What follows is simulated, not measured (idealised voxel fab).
Proc. module: voxel quadruple lines
Cross-section cut: width 260 nm, square cells of 5 nm.
Cross-section spec: square-cell grid; bands listed top down; each band is one or more rows.
Band: top and bottom heights (nm) first, top before bottom; then materials from left to right, widths in nm. "edge to edge" marks a sole material filling the band edge to edge. "empty" denotes empty space.
Height datum 0, below which the as-received substrate wafer is one material. Lowest band open at the bottom, running downward: "0 -> down".
When a width is written as two numbers, as in "30 to 40", the first number is the width in the top row of cells of the band and the second is the width in its bottom row, and the width changes by the same amount from each row to the next.
"left unchanged" after a step means that no cell of the cross-section changed.
The entry "Enclosed cavities" lists the empty spaces that cover at least 8 cells and have no open path to the top. Each is written as width x height at distance, where the distance is measured from the left edge and all three values are in nm.
Note: text after step settings on the step line = simulator remark on that step.
A step's line can hold "overlay nm"; with a mask on that step, the setting says how far right of the planned place the mask lay, while a negative setting says it lay to the left.
For the reader: what remains of this document is a series of pairs, each showing a cross-section before one process step and a cross-section after that step which reaches down only to the lowest band that changed, with the step between them and its settings set out under the pair. It should not be assumed that a pair continues from the pair above it; the pairs can come from different runs of this module on the same starting wafer, and such continuity exists only where the entry headed "Incoming structure" says so.

Incoming structure:
0 -> down  Si edge to edge
Enclosed cavities: none

Post-Step Geometry:
5 -> 0  SiO2 edge to edge
At heights below 0, the structure remains unaltered.
Enclosed cavities: none
What was done to get from the before section above to the after section? CONFORMAL_DEP (material SiO2; thk nm 5)

Incoming structure: as in the pair right above, post-step view.

Post-Step Geometry:
15 -> 5  Ru edge to edge
At heights below 5, the structure remains unaltered.
Enclosed cavities: none
What was done to get from the before section above to the after section? DIRECTIONAL_DEP (material Ru; thk nm 10)

Incoming structure: as in the pair right above, post-step view.

Post-Step Geometry:
30 -> 15  polySi edge to edge
At heights below 15, the structure remains unaltered.
Enclosed cavities: none
What was done to get from the before section above to the after section? DIRECTIONAL_DEP (material polySi; thk nm 15)

Incoming structure: as in the pair right above, post-step view.

Post-Step Geometry:
50 -> 30  aC edge to edge
At heights below 30, the structure remains unaltered.
Enclosed cavities: none
What was done to get from the before section above to the after section? DIRECTIONAL_DEP (material aC; thk nm 20)

Incoming structure: as in the pair right above, post-step view.

Post-Step Geometry:
75 -> 50  empty 110; resist 35; empty 115
At heights below 50, the structure remains unaltered.
Enclosed cavities: none
What was done to get from the before section above to the after section? PATTERN (tone cover; mask id MANDREL; material resist; width nm 35; thk nm 25; overlay nm 0)

Incoming structure: as in the pair right above, post-step view.

Post-Step Geometry:
55 -> 50  empty 110; resist 35; empty 115
50 -> 30  empty 110; aC 35; empty 115
At heights below 30, the structure remains unaltered.
Enclosed cavities: none
What was done to get from the before section above to the after section? DIRECTIONAL_ETCH (etch materials aC; depth nm 20)

Incoming structure: as in the pair right above, post-step view.

Post-Step Geometry:
50 -> 30  empty 110; aC 35; empty 115
At heights below 30, the structure remains unaltered.
Enclosed cavities: none
What was done to get from the before section above to the after section? STRIP (etch materials resist)

Incoming structure: as in the pair right above, post-step view.

Post-Step Geometry:
65 -> 50  empty 95; SiO2 65; empty 100
50 -> 45  empty 95; SiO2 15; aC 35; SiO2 15; empty 100
45 -> 30  SiO2 110; aC 35; SiO2 115
At heights below 30, the structure remains unaltered.
Enclosed cavities: none
What was done to get from the before section above to the after section? CONFORMAL_DEP (material SiO2; thk nm 15)

Incoming structure: as in the pair right above, post-step view.

Post-Step Geometry:
50 -> 30  empty 95; SiO2 15; aC 35; SiO2 15; empty 100
At heights below 30, the structure remains unaltered.
Enclosed cavities: none
What was done to get from the before section above to the after section? DIRECTIONAL_ETCH (etch materials SiO2; depth nm 15)

Incoming structure: as in the pair right above, post-step view.

Post-Step Geometry:
50 -> 30  empty 95; SiO2 15; empty 35; SiO2 15; empty 100
At heights below 30, the structure remains unaltered.
Enclosed cavities: none
What was done to get from the before section above to the after section? STRIP (etch materials aC)

Incoming structure: as in the pair right above, post-step view.

Post-Step Geometry:
50 -> 30  empty 95; SiO2 15; empty 35; SiO2 15; empty 100
30 -> 15  empty 95; polySi 15; empty 35; polySi 15; empty 100
At heights below 15, the structure remains unaltered.
Enclosed cavities: none
What was done to get from the before section above to the after section? DIRECTIONAL_ETCH (etch materials polySi; depth nm 15)

Incoming structure: as in the pair right above, post-step view.

Post-Step Geometry:
30 -> 15  empty 95; polySi 15; empty 35; polySi 15; empty 100
At heights below 15, the structure remains unaltered.
Enclosed cavities: none
What was done to get from the before section above to the after section? STRIP (etch materials SiO2)

Incoming structure: as in the pair right above, post-step view.

Post-Step Geometry:
40 -> 30  empty 85; SiCN 35; empty 15; SiCN 35; empty 90
30 -> 25  empty 85; SiCN 10; polySi 15; SiCN 10; empty 15; SiCN 10; polySi 15; SiCN 10; empty 90
25 -> 15  SiCN 95; polySi 15; SiCN 35; polySi 15; SiCN 100
At heights below 15, the structure remains unaltered.
Enclosed cavities: none
What was done to get from the before section above to the after section? CONFORMAL_DEP (material SiCN; thk nm 10)

Incoming structure: as in the pair right above, post-step view.

Post-Step Geometry:
30 -> 15  empty 85; SiCN 10; polySi 15; SiCN 10; empty 15; SiCN 10; polySi 15; SiCN 10; empty 90
At heights below 15, the structure remains unaltered.
Enclosed cavities: none
What was done to get from the before section above to the after section? DIRECTIONAL_ETCH (etch materials SiCN; depth nm 10)

Incoming structure: as in the pair right above, post-step view.

Post-Step Geometry:
30 -> 15  empty 85; SiCN 10; empty 15; SiCN 10; empty 15; SiCN 10; empty 15; SiCN 10; empty 90
At heights below 15, the structure remains unaltered.
Enclosed cavities: none
What was done to get from the before section above to the after section? STRIP (etch materials polySi)

Incoming structure: as in the pair right above, post-step view.

Post-Step Geometry:
30 -> 15  empty 85; SiCN 10; empty 15; SiCN 10; empty 15; SiCN 10; empty 15; SiCN 10; empty 90
15 -> 5  empty 85; Ru 10; empty 15; Ru 10; empty 15; Ru 10; empty 15; Ru 10; empty 90
At heights below 5, the structure remains unaltered.
Enclosed cavities: none
What was done to get from the before section above to the after section? DIRECTIONAL_ETCH (etch materials Ru; depth nm 10)

Incoming structure: as in the pair right above, post-step view.

Post-Step Geometry:
15 -> 5  empty 85; Ru 10; empty 15; Ru 10; empty 15; Ru 10; empty 15; Ru 10; empty 90
At heights below 5, the structure remains unaltered.
Enclosed cavities: none
What was done to get from the before section above to the after section? STRIP (etch materials SiCN)

Incoming structure:
0 -> down  Si edge to edge
Enclosed cavities: none

Post-Step Geometry:
10 -> 0  Ru edge to edge
At heights below 0, the structure remains unaltered.
Enclosed cavities: none
What was done to get from the before section above to the after section? DIRECTIONAL_DEP (material Ru; thk nm 10)

Incoming structure: as in the pair right above, post-step view.

Post-Step Geometry:
25 -> 10  polySi edge to edge
At heights below 10, the structure remains unaltered.
Enclosed cavities: none
What was done to get from the before section above to the after section? DIRECTIONAL_DEP (material polySi; thk nm 15)

Incoming structure: as in the pair right above, post-step view.

Post-Step Geometry:
45 -> 25  aC edge to edge
At heights below 25, the structure remains unaltered.
Enclosed cavities: none
What was done to get from the before section above to the after section? DIRECTIONAL_DEP (material aC; thk nm 20)

Incoming structure: as in the pair right above, post-step view.

Post-Step Geometry:
70 -> 45  empty 110; resist 35; empty 115
At heights below 45, the structure remains unaltered.
Enclosed cavities: none
What was done to get from the before section above to the after section? PATTERN (tone cover; mask id MANDREL; material resist; width nm 35; thk nm 25; overlay nm 0)

Incoming structure: as in the pair right above, post-step view.

Post-Step Geometry:
50 -> 45  empty 110; resist 35; empty 115
45 -> 25  empty 110; aC 35; empty 115
At heights below 25, the structure remains unaltered.
Enclosed cavities: none
What was done to get from the before section above to the after section? DIRECTIONAL_ETCH (etch materials aC; depth nm 20)

Incoming structure: as in the pair right above, post-step view.

Post-Step Geometry:
45 -> 25  empty 110; aC 35; empty 115
At heights below 25, the structure remains unaltered.
Enclosed cavities: none
What was done to get from the before section above to the after section? STRIP (etch materials resist)

Incoming structure: as in the pair right above, post-step view.

Post-Step Geometry:
60 -> 45  empty 95; SiO2 65; empty 100
45 -> 40  empty 95; SiO2 15; aC 35; SiO2 15; empty 100
40 -> 25  SiO2 110; aC 35; SiO2 115
At heights below 25, the structure remains unaltered.
Enclosed cavities: none
What was done to get from the before section above to the after section? CONFORMAL_DEP (material SiO2; thk nm 15)

Incoming structure: as in the pair right above, post-step view.

Post-Step Geometry:
45 -> 25  empty 95; SiO2 15; aC 35; SiO2 15; empty 100
At heights below 25, the structure remains unaltered.
Enclosed cavities: none
What was done to get from the before section above to the after section? DIRECTIONAL_ETCH (etch materials SiO2; depth nm 15)

Incoming structure: as in the pair right above, post-step view.

Post-Step Geometry:
45 -> 25  empty 95; SiO2 15; empty 35; SiO2 15; empty 100
At heights below 25, the structure remains unaltered.
Enclosed cavities: none
What was done to get from the before section above to the after section? STRIP (etch materials aC)

Incoming structure: as in the pair right above, post-step view.

Post-Step Geometry:
45 -> 25  empty 95; SiO2 15; empty 35; SiO2 15; empty 100
25 -> 10  empty 95; polySi 15; empty 35; polySi 15; empty 100
At heights below 10, the structure remains unaltered.
Enclosed cavities: none
What was done to get from the before section above to the after section? DIRECTIONAL_ETCH (etch materials polySi; depth nm 15)

Incoming structure: as in the pair right above, post-step view.

Post-Step Geometry:
25 -> 10  empty 95; polySi 15; empty 35; polySi 15; empty 100
At heights below 10, the structure remains unaltered.
Enclosed cavities: none
What was done to get from the before section above to the after section? STRIP (etch materials SiO2)

Incoming structure: as in the pair right above, post-step view.

Post-Step Geometry:
35 -> 25  empty 85; SiCN 35; empty 15; SiCN 35; empty 90
25 -> 20  empty 85; SiCN 10; polySi 15; SiCN 10; empty 15; SiCN 10; polySi 15; SiCN 10; empty 90
20 -> 10  SiCN 95; polySi 15; SiCN 35; polySi 15; SiCN 100
At heights below 10, the structure remains unaltered.
Enclosed cavities: none
What was done to get from the before section above to the after section? CONFORMAL_DEP (material SiCN; thk nm 10)

Incoming structure: as in the pair right above, post-step view.

Post-Step Geometry:
25 -> 10  empty 85; SiCN 10; polySi 15; SiCN 10; empty 15; SiCN 10; polySi 15; SiCN 10; empty 90
At heights below 10, the structure remains unaltered.
Enclosed cavities: none
What was done to get from the before section above to the after section? DIRECTIONAL_ETCH (etch materials SiCN; depth nm 10)

Incoming structure: as in the pair right above, post-step view.

Post-Step Geometry:
25 -> 10  empty 85; SiCN 10; empty 15; SiCN 10; empty 15; SiCN 10; empty 15; SiCN 10; empty 90
At heights below 10, the structure remains unaltered.
Enclosed cavities: none
What was done to get from the before section above to the after section? STRIP (etch materials polySi)

Incoming structure: as in the pair right above, post-step view.

Post-Step Geometry:
25 -> 10  empty 85; SiCN 10; empty 15; SiCN 10; empty 15; SiCN 10; empty 15; SiCN 10; empty 90
10 -> 0  empty 85; Ru 10; empty 15; Ru 10; empty 15; Ru 10; empty 15; Ru 10; empty 90
At heights below 0, the structure remains unaltered.
Enclosed cavities: none
What was done to get from the before section above to the after section? DIRECTIONAL_ETCH (etch materials Ru; depth nm 10)

Incoming structure: as in the pair right above, post-step view.

Post-Step Geometry:
10 -> 0  empty 85; Ru 10; empty 15; Ru 10; empty 15; Ru 10; empty 15; Ru 10; empty 90
At heights below 0, the structure remains unaltered.
Enclosed cavities: none
What was done to get from the before section above to the after section? STRIP (etch materials SiCN)

Incoming structure:
15 -> 5  Ru edge to edge
5 -> 0  SiO2 edge to edge
0 -> down  Si edge to edge
Enclosed cavities: none

Post-Step Geometry:
35 -> 15  aC edge to edge
At heights below 15, the structure remains unaltered.
Enclosed cavities: none
What was done to get from the before section above to the after section? DIRECTIONAL_DEP (material aC; thk nm 20)

Incoming structure: as in the pair right above, post-step view.

Post-Step Geometry:
50 -> 35  polySi edge to edge
At heights below 35, the structure remains unaltered.
Enclosed cavities: none
What was done to get from the before section above to the after section? DIRECTIONAL_DEP (material polySi; thk nm 15)

Incoming structure: as in the pair right above, post-step view.

Post-Step Geometry:
75 -> 50  empty 110; resist 35; empty 115
At heights below 50, the structure remains unaltered.
Enclosed cavities: none
What was done to get from the before section above to the after section? PATTERN (tone cover; mask id MANDREL; material resist; width nm 35; thk nm 25; overlay nm 0)

Incoming structure: as in the pair right above, post-step view.

Post-Step Geometry:
55 -> 50  empty 110; resist 35; empty 115
At heights below 50, the structure remains unaltered.
Enclosed cavities: none
What was done to get from the before section above to the after section? DIRECTIONAL_ETCH (etch materials aC; depth nm 20)

Incoming structure: as in the pair right above, post-step view.

Post-Step Geometry:
50 -> 35  polySi edge to edge
At heights below 35, the structure remains unaltered.
Enclosed cavities: none
What was done to get from the before section above to the after section? STRIP (etch materials resist)

Incoming structure: as in the pair right above, post-step view.

Post-Step Geometry:
65 -> 50  SiO2 edge to edge
At heights below 50, the structure remains unaltered.
Enclosed cavities: none
What was done to get from the before section above to the after section? CONFORMAL_DEP (material SiO2; thk nm 15)

Incoming structure: as in the pair right above, post-step view.

Post-Step Geometry:
50 -> 35  polySi edge to edge
At heights below 35, the structure remains unaltered.
Enclosed cavities: none
What was done to get from the before section above to the after section? DIRECTIONAL_ETCH (etch materials SiO2; depth nm 15)

Incoming structure: as in the pair right above, post-step view.

Post-Step Geometry:
35 -> 15  aC edge to edge
At heights below 15, the structure remains unaltered.
Enclosed cavities: none
What was done to get from the before section above to the after section? DIRECTIONAL_ETCH (etch materials polySi; depth nm 15)

Incoming structure: as in the pair right above, post-step view.

Post-Step Geometry:
45 -> 35  SiCN edge to edge
At heights below 35, the structure remains unaltered.
Enclosed cavities: none
What was done to get from the before section above to the after section? CONFORMAL_DEP (material SiCN; thk nm 10)

Incoming structure: as in the pair right above, post-step view.

Post-Step Geometry:
35 -> 15  aC edge to edge
At heights below 15, the structure remains unaltered.
Enclosed cavities: none
What was done to get from the before section above to the after section? DIRECTIONAL_ETCH (etch materials SiCN; depth nm 10)

Incoming structure:
5 -> 0  SiO2 edge to edge
0 -> down  Si edge to edge
Enclosed cavities: none

Post-Step Geometry:
20 -> 5  Ru edge to edge
At heights below 5, the structure remains unaltered.
Enclosed cavities: none
What was done to get from the before section above to the after section? DIRECTIONAL_DEP (material Ru; thk nm 15)

Incoming structure: as in the pair right above, post-step view.

Post-Step Geometry:
35 -> 20  polySi edge to edge
At heights below 20, the structure remains unaltered.
Enclosed cavities: none
What was done to get from the before section above to the after section? DIRECTIONAL_DEP (material polySi; thk nm 15)

Incoming structure: as in the pair right above, post-step view.

Post-Step Geometry:
55 -> 35  aC edge to edge
At heights below 35, the structure remains unaltered.
Enclosed cavities: none
What was done to get from the before section above to the after section? DIRECTIONAL_DEP (material aC; thk nm 20)

Incoming structure: as in the pair right above, post-step view.

Post-Step Geometry:
80 -> 55  empty 110; resist 35; empty 115
At heights below 55, the structure remains unaltered.
Enclosed cavities: none
What was done to get from the before section above to the after section? PATTERN (tone cover; mask id MANDREL; material resist; width nm 35; thk nm 25; overlay nm 0)

Incoming structure: as in the pair right above, post-step view.

Post-Step Geometry:
60 -> 55  empty 110; resist 35; empty 115
55 -> 35  empty 110; aC 35; empty 115
At heights below 35, the structure remains unaltered.
Enclosed cavities: none
What was done to get from the before section above to the after section? DIRECTIONAL_ETCH (etch materials aC; depth nm 20)

Incoming structure: as in the pair right above, post-step view.

Post-Step Geometry:
55 -> 35  empty 110; aC 35; empty 115
At heights below 35, the structure remains unaltered.
Enclosed cavities: none
What was done to get from the before section above to the after section? STRIP (etch materials resist)

Incoming structure: as in the pair right above, post-step view.

Post-Step Geometry:
70 -> 55  empty 95; SiO2 65; empty 100
55 -> 50  empty 95; SiO2 15; aC 35; SiO2 15; empty 100
50 -> 35  SiO2 110; aC 35; SiO2 115
At heights below 35, the structure remains unaltered.
Enclosed cavities: none
What was done to get from the before section above to the after section? CONFORMAL_DEP (material SiO2; thk nm 15)

Incoming structure: as in the pair right above, post-step view.

Post-Step Geometry:
55 -> 35  empty 95; SiO2 15; aC 35; SiO2 15; empty 100
At heights below 35, the structure remains unaltered.
Enclosed cavities: none
What was done to get from the before section above to the after section? DIRECTIONAL_ETCH (etch materials SiO2; depth nm 15)

Incoming structure: as in the pair right above, post-step view.

Post-Step Geometry:
55 -> 35  empty 95; SiO2 15; empty 35; SiO2 15; empty 100
At heights below 35, the structure remains unaltered.
Enclosed cavities: none
What was done to get from the before section above to the after section? STRIP (etch materials aC)

Incoming structure: as in the pair right above, post-step view.

Post-Step Geometry:
55 -> 35  empty 95; SiO2 15; empty 35; SiO2 15; empty 100
35 -> 20  empty 95; polySi 15; empty 35; polySi 15; empty 100
At heights below 20, the structure remains unaltered.
Enclosed cavities: none
What was done to get from the before section above to the after section? DIRECTIONAL_ETCH (etch materials polySi; depth nm 15)

Incoming structure: as in the pair right above, post-step view.

Post-Step Geometry:
35 -> 20  empty 95; polySi 15; empty 35; polySi 15; empty 100
At heights below 20, the structure remains unaltered.
Enclosed cavities: none
What was done to get from the before section above to the after section? STRIP (etch materials SiO2)

Incoming structure: as in the pair right above, post-step view.

Post-Step Geometry:
45 -> 35  empty 85; SiCN 35; empty 15; SiCN 35; empty 90
35 -> 30  empty 85; SiCN 10; polySi 15; SiCN 10; empty 15; SiCN 10; polySi 15; SiCN 10; empty 90
30 -> 20  SiCN 95; polySi 15; SiCN 35; polySi 15; SiCN 100
At heights below 20, the structure remains unaltered.
Enclosed cavities: none
What was done to get from the before section above to the after section? CONFORMAL_DEP (material SiCN; thk nm 10)

Incoming structure: as in the pair right above, post-step view.

Post-Step Geometry:
35 -> 20  empty 85; SiCN 10; polySi 15; SiCN 10; empty 15; SiCN 10; polySi 15; SiCN 10; empty 90
At heights below 20, the structure remains unaltered.
Enclosed cavities: none
What was done to get from the before section above to the after section? DIRECTIONAL_ETCH (etch materials SiCN; depth nm 10)

Incoming structure: as in the pair right above, post-step view.

Post-Step Geometry:
35 -> 20  empty 85; SiCN 10; empty 15; SiCN 10; empty 15; SiCN 10; empty 15; SiCN 10; empty 90
At heights below 20, the structure remains unaltered.
Enclosed cavities: none
What was done to get from the before section above to the after section? STRIP (etch materials polySi)

Incoming structure: as in the pair right above, post-step view.

Post-Step Geometry:
35 -> 20  empty 85; SiCN 10; empty 15; SiCN 10; empty 15; SiCN 10; empty 15; SiCN 10; empty 90
20 -> 10  empty 85; Ru 10; empty 15; Ru 10; empty 15; Ru 10; empty 15; Ru 10; empty 90
At heights below 10, the structure remains unaltered.
Enclosed cavities: none
What was done to get from the before section above to the after section? DIRECTIONAL_ETCH (etch materials Ru; depth nm 10)

Incoming structure: as in the pair right above, post-step view.

Post-Step Geometry:
20 -> 10  empty 85; Ru 10; empty 15; Ru 10; empty 15; Ru 10; empty 15; Ru 10; empty 90
At heights below 10, the structure remains unaltered.
Enclosed cavities: none
What was done to get from the before section above to the after section? STRIP (etch materials SiCN)

Incoming structure:
50 -> 30  aC edge to edge
30 -> 15  polySi edge to edge
15 -> 5  Ru edge to edge
5 -> 0  SiO2 edge to edge
0 -> down  Si edge to edge
Enclosed cavities: none

Post-Step Geometry:
75 -> 50  empty 115; resist 30; empty 115
At heights below 50, the structure remains unaltered.
Enclosed cavities: none
What was done to get from the before section above to the after section? PATTERN (tone cover; mask id MANDREL; material resist; width nm 30; thk nm 25; overlay nm 0)

Incoming structure: as in the pair right above, post-step view.

Post-Step Geometry:
55 -> 50  empty 115; resist 30; empty 115
50 -> 30  empty 115; aC 30; empty 115
At heights below 30, the structure remains unaltered.
Enclosed cavities: none
What was done to get from the before section above to the after section? DIRECTIONAL_ETCH (etch materials aC; depth nm 20)

Incoming structure: as in the pair right above, post-step view.

Post-Step Geometry:
50 -> 30  empty 115; aC 30; empty 115
At heights below 30, the structure remains unaltered.
Enclosed cavities: none
What was done to get from the before section above to the after section? STRIP (etch materials resist)

Incoming structure: as in the pair right above, post-step view.

Post-Step Geometry:
65 -> 50  empty 100; SiO2 60; empty 100
50 -> 45  empty 100; SiO2 15; aC 30; SiO2 15; empty 100
45 -> 30  SiO2 115; aC 30; SiO2 115
At heights below 30, the structure remains unaltered.
Enclosed cavities: none
What was done to get from the before section above to the after section? CONFORMAL_DEP (material SiO2; thk nm 15)

Incoming structure: as in the pair right above, post-step view.

Post-Step Geometry:
50 -> 30  empty 100; SiO2 15; aC 30; SiO2 15; empty 100
At heights below 30, the structure remains unaltered.
Enclosed cavities: none
What was done to get from the before section above to the after section? DIRECTIONAL_ETCH (etch materials SiO2; depth nm 15)

Incoming structure: as in the pair right above, post-step view.

Post-Step Geometry:
50 -> 30  empty 100; SiO2 15; empty 30; SiO2 15; empty 100
At heights below 30, the structure remains unaltered.
Enclosed cavities: none
What was done to get from the before section above to the after section? STRIP (etch materials aC)

Incoming structure: as in the pair right above, post-step view.

Post-Step Geometry:
50 -> 30  empty 100; SiO2 15; empty 30; SiO2 15; empty 100
30 -> 15  empty 100; polySi 15; empty 30; polySi 15; empty 100
At heights below 15, the structure remains unaltered.
Enclosed cavities: none
What was done to get from the before section above to the after section? DIRECTIONAL_ETCH (etch materials polySi; depth nm 15)

Incoming structure: as in the pair right above, post-step view.

Post-Step Geometry:
30 -> 15  empty 100; polySi 15; empty 30; polySi 15; empty 100
At heights below 15, the structure remains unaltered.
Enclosed cavities: none
What was done to get from the before section above to the after section? STRIP (etch materials SiO2)

Incoming structure: as in the pair right above, post-step view.

Post-Step Geometry:
40 -> 30  empty 90; SiCN 35; empty 10; SiCN 35; empty 90
30 -> 25  empty 90; SiCN 10; polySi 15; SiCN 10; empty 10; SiCN 10; polySi 15; SiCN 10; empty 90
25 -> 15  SiCN 100; polySi 15; SiCN 30; polySi 15; SiCN 100
At heights below 15, the structure remains unaltered.
Enclosed cavities: none
What was done to get from the before section above to the after section? CONFORMAL_DEP (material SiCN; thk nm 10)

Incoming structure: as in the pair right above, post-step view.

Post-Step Geometry:
30 -> 15  empty 90; SiCN 10; polySi 15; SiCN 10; empty 10; SiCN 10; polySi 15; SiCN 10; empty 90
At heights below 15, the structure remains unaltered.
Enclosed cavities: none
What was done to get from the before section above to the after section? DIRECTIONAL_ETCH (etch materials SiCN; depth nm 10)

Incoming structure: as in the pair right above, post-step view.

Post-Step Geometry:
30 -> 15  empty 90; SiCN 10; empty 15; SiCN 10; empty 10; SiCN 10; empty 15; SiCN 10; empty 90
At heights below 15, the structure remains unaltered.
Enclosed cavities: none
What was done to get from the before section above to the after section? STRIP (etch materials polySi)

Incoming structure: as in the pair right above, post-step view.

Post-Step Geometry:
30 -> 15  empty 90; SiCN 10; empty 15; SiCN 10; empty 10; SiCN 10; empty 15; SiCN 10; empty 90
15 -> 5  empty 90; Ru 10; empty 15; Ru 10; empty 10; Ru 10; empty 15; Ru 10; empty 90
At heights below 5, the structure remains unaltered.
Enclosed cavities: none
What was done to get from the before section above to the after section? DIRECTIONAL_ETCH (etch materials Ru; depth nm 10)

Incoming structure: as in the pair right above, post-step view.

Post-Step Geometry:
15 -> 5  empty 90; Ru 10; empty 15; Ru 10; empty 10; Ru 10; empty 15; Ru 10; empty 90
At heights below 5, the structure remains unaltered.
Enclosed cavities: none
What was done to get from the before section above to the after section? STRIP (etch materials SiCN)

Incoming structure:
50 -> 30  aC edge to edge
30 -> 15  polySi edge to edge
15 -> 5  Ru edge to edge
5 -> 0  SiO2 edge to edge
0 -> down  Si edge to edge
Enclosed cavities: none

Post-Step Geometry:
75 -> 50  empty 115; resist 35; empty 110
At heights below 50, the structure remains unaltered.
Enclosed cavities: none
What was done to get from the before section above to the after section? PATTERN (tone cover; mask id MANDREL; material resist; width nm 35; thk nm 25; overlay nm 5)

Incoming structure: as in the pair right above, post-step view.

Post-Step Geometry:
55 -> 50  empty 115; resist 35; empty 110
50 -> 30  empty 115; aC 35; empty 110
At heights below 30, the structure remains unaltered.
Enclosed cavities: none
What was done to get from the before section above to the after section? DIRECTIONAL_ETCH (etch materials aC; depth nm 20)

Incoming structure: as in the pair right above, post-step view.

Post-Step Geometry:
50 -> 30  empty 115; aC 35; empty 110
At heights below 30, the structure remains unaltered.
Enclosed cavities: none
What was done to get from the before section above to the after section? STRIP (etch materials resist)

Incoming structure: as in the pair right above, post-step view.

Post-Step Geometry:
65 -> 50  empty 100; SiO2 65; empty 95
50 -> 45  empty 100; SiO2 15; aC 35; SiO2 15; empty 95
45 -> 30  SiO2 115; aC 35; SiO2 110
At heights below 30, the structure remains unaltered.
Enclosed cavities: none
What was done to get from the before section above to the after section? CONFORMAL_DEP (material SiO2; thk nm 15)

Incoming structure: as in the pair right above, post-step view.

Post-Step Geometry:
50 -> 30  empty 100; SiO2 15; aC 35; SiO2 15; empty 95
At heights below 30, the structure remains unaltered.
Enclosed cavities: none
What was done to get from the before section above to the after section? DIRECTIONAL_ETCH (etch materials SiO2; depth nm 15)

Incoming structure: as in the pair right above, post-step view.

Post-Step Geometry:
50 -> 30  empty 100; SiO2 15; empty 35; SiO2 15; empty 95
At heights below 30, the structure remains unaltered.
Enclosed cavities: none
What was done to get from the before section above to the after section? STRIP (etch materials aC)

Incoming structure: as in the pair right above, post-step view.

Post-Step Geometry:
50 -> 30  empty 100; SiO2 15; empty 35; SiO2 15; empty 95
30 -> 15  empty 100; polySi 15; empty 35; polySi 15; empty 95
At heights below 15, the structure remains unaltered.
Enclosed cavities: none
What was done to get from the before section above to the after section? DIRECTIONAL_ETCH (etch materials polySi; depth nm 15)

Incoming structure: as in the pair right above, post-step view.

Post-Step Geometry:
30 -> 15  empty 100; polySi 15; empty 35; polySi 15; empty 95
At heights below 15, the structure remains unaltered.
Enclosed cavities: none
What was done to get from the before section above to the after section? STRIP (etch materials SiO2)

Incoming structure: as in the pair right above, post-step view.

Post-Step Geometry:
40 -> 30  empty 90; SiCN 35; empty 15; SiCN 35; empty 85
30 -> 25  empty 90; SiCN 10; polySi 15; SiCN 10; empty 15; SiCN 10; polySi 15; SiCN 10; empty 85
25 -> 15  SiCN 100; polySi 15; SiCN 35; polySi 15; SiCN 95
At heights below 15, the structure remains unaltered.
Enclosed cavities: none
What was done to get from the before section above to the after section? CONFORMAL_DEP (material SiCN; thk nm 10)

Incoming structure: as in the pair right above, post-step view.

Post-Step Geometry:
30 -> 15  empty 90; SiCN 10; polySi 15; SiCN 10; empty 15; SiCN 10; polySi 15; SiCN 10; empty 85
At heights below 15, the structure remains unaltered.
Enclosed cavities: none
What was done to get from the before section above to the after section? DIRECTIONAL_ETCH (etch materials SiCN; depth nm 10)

Incoming structure: as in the pair right above, post-step view.

Post-Step Geometry:
30 -> 15  empty 90; SiCN 10; empty 15; SiCN 10; empty 15; SiCN 10; empty 15; SiCN 10; empty 85
At heights below 15, the structure remains unaltered.
Enclosed cavities: none
What was done to get from the before section above to the after section? STRIP (etch materials polySi)

Incoming structure: as in the pair right above, post-step view.

Post-Step Geometry:
30 -> 15  empty 90; SiCN 10; empty 15; SiCN 10; empty 15; SiCN 10; empty 15; SiCN 10; empty 85
15 -> 5  empty 90; Ru 10; empty 15; Ru 10; empty 15; Ru 10; empty 15; Ru 10; empty 85
At heights below 5, the structure remains unaltered.
Enclosed cavities: none
What was done to get from the before section above to the after section? DIRECTIONAL_ETCH (etch materials Ru; depth nm 10)

Incoming structure: as in the pair right above, post-step view.

Post-Step Geometry:
15 -> 5  empty 90; Ru 10; empty 15; Ru 10; empty 15; Ru 10; empty 15; Ru 10; empty 85
At heights below 5, the structure remains unaltered.
Enclosed cavities: none
What was done to get from the before section above to the after section? STRIP (etch materials SiCN)

Incoming structure:
5 -> 0  SiO2 edge to edge
0 -> down  Si edge to edge
Enclosed cavities: none

Post-Step Geometry:
15 -> 5  aC edge to edge
At heights below 5, the structure remains unaltered.
Enclosed cavities: none
What was done to get from the before section above to the after section? DIRECTIONAL_DEP (material aC; thk nm 10)

Incoming structure: as in the pair right above, post-step view.

Post-Step Geometry:
30 -> 15  polySi edge to edge
At heights below 15, the structure remains unaltered.
Enclosed cavities: none
What was done to get from the before section above to the after section? DIRECTIONAL_DEP (material polySi; thk nm 15)

Incoming structure: as in the pair right above, post-step view.

Post-Step Geometry:
50 -> 30  aC edge to edge
At heights below 30, the structure remains unaltered.
Enclosed cavities: none
What was done to get from the before section above to the after section? DIRECTIONAL_DEP (material aC; thk nm 20)

Incoming structure: as in the pair right above, post-step view.

Post-Step Geometry:
75 -> 50  empty 110; resist 35; empty 115
At heights below 50, the structure remains unaltered.
Enclosed cavities: none
What was done to get from the before section above to the after section? PATTERN (tone cover; mask id MANDREL; material resist; width nm 35; thk nm 25; overlay nm 0)

Incoming structure: as in the pair right above, post-step view.

Post-Step Geometry:
55 -> 50  empty 110; resist 35; empty 115
50 -> 30  empty 110; aC 35; empty 115
At heights below 30, the structure remains unaltered.
Enclosed cavities: none
What was done to get from the before section above to the after section? DIRECTIONAL_ETCH (etch materials aC; depth nm 20)

Incoming structure: as in the pair right above, post-step view.

Post-Step Geometry:
50 -> 30  empty 110; aC 35; empty 115
At heights below 30, the structure remains unaltered.
Enclosed cavities: none
What was done to get from the before section above to the after section? STRIP (etch materials resist)

Incoming structure: as in the pair right above, post-step view.

Post-Step Geometry:
65 -> 50  empty 95; SiO2 65; empty 100
50 -> 45  empty 95; SiO2 15; aC 35; SiO2 15; empty 100
45 -> 30  SiO2 110; aC 35; SiO2 115
At heights below 30, the structure remains unaltered.
Enclosed cavities: none
What was done to get from the before section above to the after section? CONFORMAL_DEP (material SiO2; thk nm 15)

Incoming structure: as in the pair right above, post-step view.

Post-Step Geometry:
50 -> 30  empty 95; SiO2 15; aC 35; SiO2 15; empty 100
At heights below 30, the structure remains unaltered.
Enclosed cavities: none
What was done to get from the before section above to the after section? DIRECTIONAL_ETCH (etch materials SiO2; depth nm 15)

Incoming structure: as in the pair right above, post-step view.

Post-Step Geometry:
50 -> 30  empty 95; SiO2 15; empty 35; SiO2 15; empty 100
At heights below 30, the structure remains unaltered.
Enclosed cavities: none
What was done to get from the before section above to the after section? STRIP (etch materials aC)

Incoming structure: as in the pair right above, post-step view.

Post-Step Geometry:
50 -> 30  empty 95; SiO2 15; empty 35; SiO2 15; empty 100
30 -> 15  empty 95; polySi 15; empty 35; polySi 15; empty 100
At heights below 15, the structure remains unaltered.
Enclosed cavities: none
What was done to get from the before section above to the after section? DIRECTIONAL_ETCH (etch materials polySi; depth nm 15)
